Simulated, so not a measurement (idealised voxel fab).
voxel released beams: a process module
265 nm wide, 5 nm square cells: that's cross-section cut.
Reading order for cross-sections: top band down to bottom band. Underlying form: a grid of square cells. Band size: one or more rows of cells. Heights first: top, then bottom, in nm. Then materials, left to right, each with a width in nm. "edge to edge" on a single material: fills the band edge to edge. "air": empty space. For the purposes of this specification, 0 denotes the height below which the wafer in its as-received condition is composed wholly of one material, and the lowermost band, lacking a lower limit, extends downward without end, as expressed in "0 and below". Per-row width for "30..40": begins at first number (top row of band), ends at second number (bottom row), increment between rows held constant. The designation "no modification", where it is given for a processing step, indicates that no cell of the cross-section was altered in the course of that step. Look at "Enclosed void entries" for the closed voids: empty spaces with no open path to the top, sized 8 cells or up. Each is width x height at distance, distance from the left edge, all nm. Note: text after step settings on the step line = simulator remark on that step. "overlay nm" answers the question of how far to the right of plan the mask lay on a step that has a mask, and when it is negative the answer is to the left.

## Steps in the process plan
1,RECEIVE: material Si
2,CONFORMAL_DEP: material SiN, thk nm 5
3,DIRECTIONAL_DEP: material SiO2, thk nm 20
4,DIRECTIONAL_DEP: material aC, thk nm 10
5,PATTERN: tone open, mask id ANCHOR, material resist, width nm 25, thk nm 25, overlay nm 0
6,DIRECTIONAL_ETCH: etch materials aC, depth nm 10
7,STRIP: etch materials resist
8,DIRECTIONAL_ETCH: etch materials SiO2, depth nm 20
9,STRIP: etch materials aC
10,CONFORMAL_DEP: material W, thk nm 10
11,MASKED_ETCH: tone cover, mask id BEAM, width nm 95, etch materials W, depth nm 10, overlay nm 0
12,STRIP: etch materials SiO2

## What follows covers the first of two wafers; it ran as planned

## Step 1 complete: cross-section of the wafer as received
0 and below = Si edge to edge
Enclosed void entries: none

## Cross-section of the wafer after step 2
5 down to 0 = SiN edge to edge
Below a height of 0, the structure has not been altered.

## Cross-section of the wafer after step 3
25 down to 5 = SiO2 edge to edge
Below a height of 5, the structure has not been altered.

## Cross-section of the wafer after step 4
35 down to 25 = aC edge to edge
Below a height of 25, the structure has not been altered.

## Cross-section of the wafer after step 5
60 down to 35 = resist=85 / air=25 / resist=155
Below a height of 35, the structure has not been altered.

## Cross-section of the wafer after step 6
50 down to 35 = resist=85 / air=25 / resist=155
35 down to 25 = aC=85 / air=25 / aC=155
Below a height of 25, the structure has not been altered.

## Cross-section of the wafer after step 7
35 down to 25 = aC=85 / air=25 / aC=155
Below a height of 25, the structure has not been altered.

## Cross-section of the wafer after step 8
35 down to 25 = aC=85 / air=25 / aC=155
25 down to 5 = SiO2=85 / air=25 / SiO2=155
Below a height of 5, the structure has not been altered.

## Cross-section of the wafer after step 9
25 down to 5 = SiO2=85 / air=25 / SiO2=155
Below a height of 5, the structure has not been altered.

## Cross-section of the wafer after step 10
35 down to 25 = W=95 / air=5 / W=165
25 down to 15 = SiO2=85 / W=10 / air=5 / W=10 / SiO2=155
15 down to 5 = SiO2=85 / W=25 / SiO2=155
Below a height of 5, the structure has not been altered.

## Cross-section of the wafer after step 11
35 down to 25 = air=80 / W=15 / air=5 / W=75 / air=90
Below a height of 25, the structure has not been altered.

## Cross-section of the wafer after step 12
35 down to 25 = air=80 / W=15 / air=5 / W=75 / air=90
25 down to 15 = air=85 / W=10 / air=5 / W=10 / air=155
15 down to 5 = air=85 / W=25 / air=155
Below a height of 5, the structure has not been altered.

## The remaining wafer, second of the two, started like the first and was run to the same plan, except that one mistake was made along the way; the two coincide through step 1, inclusive

## when step 2 should have ended
15 down to 0 = SiN edge to edge
Below a height of 0, the structure has not been altered.

## when step 3 should have ended
35 down to 15 = SiO2 edge to edge
Below a height of 15, the structure has not been altered.

## when step 4 should have ended
45 down to 35 = aC edge to edge
Below a height of 35, the structure has not been altered.

## when step 5 should have ended
70 down to 45 = resist=85 / air=25 / resist=155
Below a height of 45, the structure has not been altered.

## when step 6 should have ended
60 down to 45 = resist=85 / air=25 / resist=155
45 down to 35 = aC=85 / air=25 / aC=155
Below a height of 35, the structure has not been altered.

## when step 7 should have ended
45 down to 35 = aC=85 / air=25 / aC=155
Below a height of 35, the structure has not been altered.

## when step 8 should have ended
45 down to 35 = aC=85 / air=25 / aC=155
35 down to 15 = SiO2=85 / air=25 / SiO2=155
Below a height of 15, the structure has not been altered.

## when step 9 should have ended
35 down to 15 = SiO2=85 / air=25 / SiO2=155
Below a height of 15, the structure has not been altered.

## when step 10 should have ended
45 down to 35 = W=95 / air=5 / W=165
35 down to 25 = SiO2=85 / W=10 / air=5 / W=10 / SiO2=155
25 down to 15 = SiO2=85 / W=25 / SiO2=155
Below a height of 15, the structure has not been altered.

## when step 11 should have ended
45 down to 35 = air=80 / W=15 / air=5 / W=75 / air=90
Below a height of 35, the structure has not been altered.

## when step 12 should have ended
45 down to 35 = air=80 / W=15 / air=5 / W=75 / air=90
35 down to 25 = air=85 / W=10 / air=5 / W=10 / air=155
25 down to 15 = air=85 / W=25 / air=155
Below a height of 15, the structure has not been altered.
Want to know what went wrong? in deviation from the planned setting, step 2 was conducted as CONFORMAL_DEP: material SiN, thk nm 15
Final difference in cells, second wafer against first, listed per material as more or fewer: +106 SiN
